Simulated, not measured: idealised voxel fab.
The name of this process module is voxel self aligned vias.
For reference, the cross-section in this document is cut, with width 200 nm and square cells of 5 nm.
Each cross-section below is a grid of square cells, stated as bands in top-down order, with one or more rows of cells making up each band.
Each band's line starts with the height of the band's top and of its bottom, in nm. Then come its materials from left to right, each with its width in nm. One material with "full width" fills the band from edge to edge. "blank" is empty space.
Measure heights from 0. That's the level where, below it, the as-received wafer is all one material. The lowest band is bottomless and extends downward; write it as in "0 -> down".
The notation "30->40" denotes a width that varies across the rows of cells in the band, beginning at the first number in the top row, finishing at the second number in the bottom row, and changing by an identical amount from each row to the next.
No cell of the cross-section changed in a step that is given as "nothing altered".
Closed-off voids of 8+ cells (no open route to the top) go in "Enclosed empty spaces", written width x height at distance from the left edge, in nm.
Formally, on a step line, whatever follows the settings is a remark that the simulator itself makes on the step.
Each step line may optionally specify "overlay nm", which for a step with a mask gives the rightward distance between the mask's planned place and where it lay, a negative value indicating the leftward direction.
Process steps foreseen in the plan
1: RECEIVE, material Si
2: CONFORMAL_DEP, material SiO2, thk nm 10
3: CONFORMAL_DEP, material SiCN, thk nm 5
4: DIRECTIONAL_DEP, material SiO2, thk nm 30
5: PATTERN, tone open, mask id LINES, material resist, width nm 30, pitch nm 70, thk nm 15, overlay nm 0
6: DIRECTIONAL_ETCH, etch materials SiO2, depth nm 30
7: STRIP, etch materials resist
8: CONFORMAL_DEP, material TiN, thk nm 5
9: FILL_DEP, material Ru, thk nm 10
10: CMP, height nm 45
11: SELECTIVE_ETCH, etch materials W Ru TiN, depth nm 5
12: FILL_DEP, material SiN, thk nm 5
13: CMP, height nm 45
14: DIRECTIONAL_DEP, material SiO2, thk nm 20
15: PATTERN, tone open, mask id VIAS, material resist, width nm 50, pitch nm 70, thk nm 15, overlay nm 0
16: DIRECTIONAL_ETCH, etch materials SiO2, depth nm 20
17: DIRECTIONAL_ETCH, etch materials SiN, depth nm 5
18: STRIP, etch materials resist
19: CONFORMAL_DEP, material TiN, thk nm 5
20: FILL_DEP, material W, thk nm 5
21: CMP, height nm 65
22: CONFORMAL_DEP, material SiCN, thk nm 5
Of two wafers, the first: run according to plan
The cross-section here shows the wafer as received, i.e. in its state after step 1
0 -> down | Si full width
Enclosed empty spaces: none
Cross-sectional representation of the wafer at the conclusion of step 2
10 -> 0 | SiO2 full width
At heights below 0, the structure remains unaltered.
Cross-sectional representation of the wafer at the conclusion of step 3
15 -> 10 | SiCN full width
At heights below 10, the structure remains unaltered.
Cross-sectional representation of the wafer at the conclusion of step 4
45 -> 15 | SiO2 full width
At heights below 15, the structure remains unaltered.
Cross-sectional representation of the wafer at the conclusion of step 5
60 -> 45 | 50 of resist / 30 of blank / 40 of resist / 30 of blank / 50 of resist
At heights below 45, the structure remains unaltered.
Cross-sectional representation of the wafer at the conclusion of step 6
60 -> 45 | 50 of resist / 30 of blank / 40 of resist / 30 of blank / 50 of resist
45 -> 15 | 50 of SiO2 / 30 of blank / 40 of SiO2 / 30 of blank / 50 of SiO2
At heights below 15, the structure remains unaltered.
Cross-sectional representation of the wafer at the conclusion of step 7
45 -> 15 | 50 of SiO2 / 30 of blank / 40 of SiO2 / 30 of blank / 50 of SiO2
At heights below 15, the structure remains unaltered.
Cross-sectional representation of the wafer at the conclusion of step 8
50 -> 45 | 55 of TiN / 20 of blank / 50 of TiN / 20 of blank / 55 of TiN
45 -> 20 | 50 of SiO2 / 5 of TiN / 20 of blank / 5 of TiN / 40 of SiO2 / 5 of TiN / 20 of blank / 5 of TiN / 50 of SiO2
20 -> 15 | 50 of SiO2 / 30 of TiN / 40 of SiO2 / 30 of TiN / 50 of SiO2
At heights below 15, the structure remains unaltered.
Cross-sectional representation of the wafer at the conclusion of step 9
60 -> 50 | Ru full width
50 -> 45 | 55 of TiN / 20 of Ru / 50 of TiN / 20 of Ru / 55 of TiN
45 -> 20 | 50 of SiO2 / 5 of TiN / 20 of Ru / 5 of TiN / 40 of SiO2 / 5 of TiN / 20 of Ru / 5 of TiN / 50 of SiO2
At heights below 20, the structure remains unaltered.
Cross-sectional representation of the wafer at the conclusion of step 10
45 -> 20 | 50 of SiO2 / 5 of TiN / 20 of Ru / 5 of TiN / 40 of SiO2 / 5 of TiN / 20 of Ru / 5 of TiN / 50 of SiO2
At heights below 20, the structure remains unaltered.
Cross-sectional representation of the wafer at the conclusion of step 11
45 -> 40 | 50 of SiO2 / 30 of blank / 40 of SiO2 / 30 of blank / 50 of SiO2
At heights below 40, the structure remains unaltered.
Cross-sectional representation of the wafer at the conclusion of step 12
50 -> 45 | SiN full width
45 -> 40 | 50 of SiO2 / 30 of SiN / 40 of SiO2 / 30 of SiN / 50 of SiO2
At heights below 40, the structure remains unaltered.
Cross-sectional representation of the wafer at the conclusion of step 13
45 -> 40 | 50 of SiO2 / 30 of SiN / 40 of SiO2 / 30 of SiN / 50 of SiO2
At heights below 40, the structure remains unaltered.
Cross-sectional representation of the wafer at the conclusion of step 14
65 -> 45 | SiO2 full width
At heights below 45, the structure remains unaltered.
Cross-sectional representation of the wafer at the conclusion of step 15
80 -> 65 | 40 of resist / 50 of blank / 20 of resist / 50 of blank / 40 of resist
At heights below 65, the structure remains unaltered.
Cross-sectional representation of the wafer at the conclusion of step 16
80 -> 65 | 40 of resist / 50 of blank / 20 of resist / 50 of blank / 40 of resist
65 -> 45 | 40 of SiO2 / 50 of blank / 20 of SiO2 / 50 of blank / 40 of SiO2
At heights below 45, the structure remains unaltered.
Cross-sectional representation of the wafer at the conclusion of step 17
80 -> 65 | 40 of resist / 50 of blank / 20 of resist / 50 of blank / 40 of resist
65 -> 45 | 40 of SiO2 / 50 of blank / 20 of SiO2 / 50 of blank / 40 of SiO2
45 -> 40 | 50 of SiO2 / 30 of blank / 40 of SiO2 / 30 of blank / 50 of SiO2
At heights below 40, the structure remains unaltered.
Cross-sectional representation of the wafer at the conclusion of step 18
65 -> 45 | 40 of SiO2 / 50 of blank / 20 of SiO2 / 50 of blank / 40 of SiO2
At heights below 45, the structure remains unaltered.
Cross-sectional representation of the wafer at the conclusion of step 19
70 -> 65 | 45 of TiN / 40 of blank / 30 of TiN / 40 of blank / 45 of TiN
65 -> 50 | 40 of SiO2 / 5 of TiN / 40 of blank / 5 of TiN / 20 of SiO2 / 5 of TiN / 40 of blank / 5 of TiN / 40 of SiO2
50 -> 45 | 40 of SiO2 / 15 of TiN / 20 of blank / 15 of TiN / 20 of SiO2 / 15 of TiN / 20 of blank / 15 of TiN / 40 of SiO2
45 -> 40 | 50 of SiO2 / 30 of TiN / 40 of SiO2 / 30 of TiN / 50 of SiO2
At heights below 40, the structure remains unaltered.
Cross-sectional representation of the wafer at the conclusion of step 20
75 -> 70 | W full width
70 -> 65 | 45 of TiN / 40 of W / 30 of TiN / 40 of W / 45 of TiN
65 -> 50 | 40 of SiO2 / 5 of TiN / 40 of W / 5 of TiN / 20 of SiO2 / 5 of TiN / 40 of W / 5 of TiN / 40 of SiO2
50 -> 45 | 40 of SiO2 / 15 of TiN / 20 of W / 15 of TiN / 20 of SiO2 / 15 of TiN / 20 of W / 15 of TiN / 40 of SiO2
At heights below 45, the structure remains unaltered.
Cross-sectional representation of the wafer at the conclusion of step 21
65 -> 50 | 40 of SiO2 / 5 of TiN / 40 of W / 5 of TiN / 20 of SiO2 / 5 of TiN / 40 of W / 5 of TiN / 40 of SiO2
At heights below 50, the structure remains unaltered.
Cross-sectional representation of the wafer at the conclusion of step 22
70 -> 65 | SiCN full width
At heights below 65, the structure remains unaltered.
Wafer two. Same start, same plan, one slip in execution. Same as wafer one through step 1, inclusive
Second wafer, section view, time point: scheduled end of step 2: nothing altered
Second wafer, section view, time point: scheduled end of step 3
5 -> 0 | SiCN full width
At heights below 0, the structure remains unaltered.
Second wafer, section view, time point: scheduled end of step 4
35 -> 5 | SiO2 full width
At heights below 5, the structure remains unaltered.
Second wafer, section view, time point: scheduled end of step 5
50 -> 35 | 50 of resist / 30 of blank / 40 of resist / 30 of blank / 50 of resist
At heights below 35, the structure remains unaltered.
Second wafer, section view, time point: scheduled end of step 6
50 -> 35 | 50 of resist / 30 of blank / 40 of resist / 30 of blank / 50 of resist
35 -> 5 | 50 of SiO2 / 30 of blank / 40 of SiO2 / 30 of blank / 50 of SiO2
At heights below 5, the structure remains unaltered.
Second wafer, section view, time point: scheduled end of step 7
35 -> 5 | 50 of SiO2 / 30 of blank / 40 of SiO2 / 30 of blank / 50 of SiO2
At heights below 5, the structure remains unaltered.
Second wafer, section view, time point: scheduled end of step 8
40 -> 35 | 55 of TiN / 20 of blank / 50 of TiN / 20 of blank / 55 of TiN
35 -> 10 | 50 of SiO2 / 5 of TiN / 20 of blank / 5 of TiN / 40 of SiO2 / 5 of TiN / 20 of blank / 5 of TiN / 50 of SiO2
10 -> 5 | 50 of SiO2 / 30 of TiN / 40 of SiO2 / 30 of TiN / 50 of SiO2
At heights below 5, the structure remains unaltered.
Second wafer, section view, time point: scheduled end of step 9
50 -> 40 | Ru full width
40 -> 35 | 55 of TiN / 20 of Ru / 50 of TiN / 20 of Ru / 55 of TiN
35 -> 10 | 50 of SiO2 / 5 of TiN / 20 of Ru / 5 of TiN / 40 of SiO2 / 5 of TiN / 20 of Ru / 5 of TiN / 50 of SiO2
At heights below 10, the structure remains unaltered.
Second wafer, section view, time point: scheduled end of step 10
45 -> 40 | Ru full width
At heights below 40, the structure remains unaltered.
Second wafer, section view, time point: scheduled end of step 11
40 -> 35 | 55 of TiN / 20 of Ru / 50 of TiN / 20 of Ru / 55 of TiN
At heights below 35, the structure remains unaltered.
Second wafer, section view, time point: scheduled end of step 12
45 -> 40 | SiN full width
At heights below 40, the structure remains unaltered.
Second wafer, section view, time point: scheduled end of step 13: nothing altered
Second wafer, section view, time point: scheduled end of step 14
65 -> 45 | SiO2 full width
At heights below 45, the structure remains unaltered.
Second wafer, section view, time point: scheduled end of step 15
80 -> 65 | 40 of resist / 50 of blank / 20 of resist / 50 of blank / 40 of resist
At heights below 65, the structure remains unaltered.
Second wafer, section view, time point: scheduled end of step 16
80 -> 65 | 40 of resist / 50 of blank / 20 of resist / 50 of blank / 40 of resist
65 -> 45 | 40 of SiO2 / 50 of blank / 20 of SiO2 / 50 of blank / 40 of SiO2
At heights below 45, the structure remains unaltered.
Second wafer, section view, time point: scheduled end of step 17
80 -> 65 | 40 of resist / 50 of blank / 20 of resist / 50 of blank / 40 of resist
65 -> 45 | 40 of SiO2 / 50 of blank / 20 of SiO2 / 50 of blank / 40 of SiO2
45 -> 40 | 40 of SiN / 50 of blank / 20 of SiN / 50 of blank / 40 of SiN
At heights below 40, the structure remains unaltered.
Second wafer, section view, time point: scheduled end of step 18
65 -> 45 | 40 of SiO2 / 50 of blank / 20 of SiO2 / 50 of blank / 40 of SiO2
At heights below 45, the structure remains unaltered.
Second wafer, section view, time point: scheduled end of step 19
70 -> 65 | 45 of TiN / 40 of blank / 30 of TiN / 40 of blank / 45 of TiN
65 -> 45 | 40 of SiO2 / 5 of TiN / 40 of blank / 5 of TiN / 20 of SiO2 / 5 of TiN / 40 of blank / 5 of TiN / 40 of SiO2
45 -> 40 | 40 of SiN / 50 of TiN / 20 of SiN / 50 of TiN / 40 of SiN
At heights below 40, the structure remains unaltered.
Second wafer, section view, time point: scheduled end of step 20
75 -> 70 | W full width
70 -> 65 | 45 of TiN / 40 of W / 30 of TiN / 40 of W / 45 of TiN
65 -> 45 | 40 of SiO2 / 5 of TiN / 40 of W / 5 of TiN / 20 of SiO2 / 5 of TiN / 40 of W / 5 of TiN / 40 of SiO2
At heights below 45, the structure remains unaltered.
Second wafer, section view, time point: scheduled end of step 21
65 -> 45 | 40 of SiO2 / 5 of TiN / 40 of W / 5 of TiN / 20 of SiO2 / 5 of TiN / 40 of W / 5 of TiN / 40 of SiO2
At heights below 45, the structure remains unaltered.
Second wafer, section view, time point: scheduled end of step 22
70 -> 65 | SiCN full width
At heights below 65, the structure remains unaltered.
Nonconformance to the process plan: the plan's step 2 went unexecuted, having been skipped
Wrapping up, a cell-based count of both wafers puts the second over or under the first for these materials: Ru +16 | SiN +20 | SiO2 -80 | TiN +36 | W +8
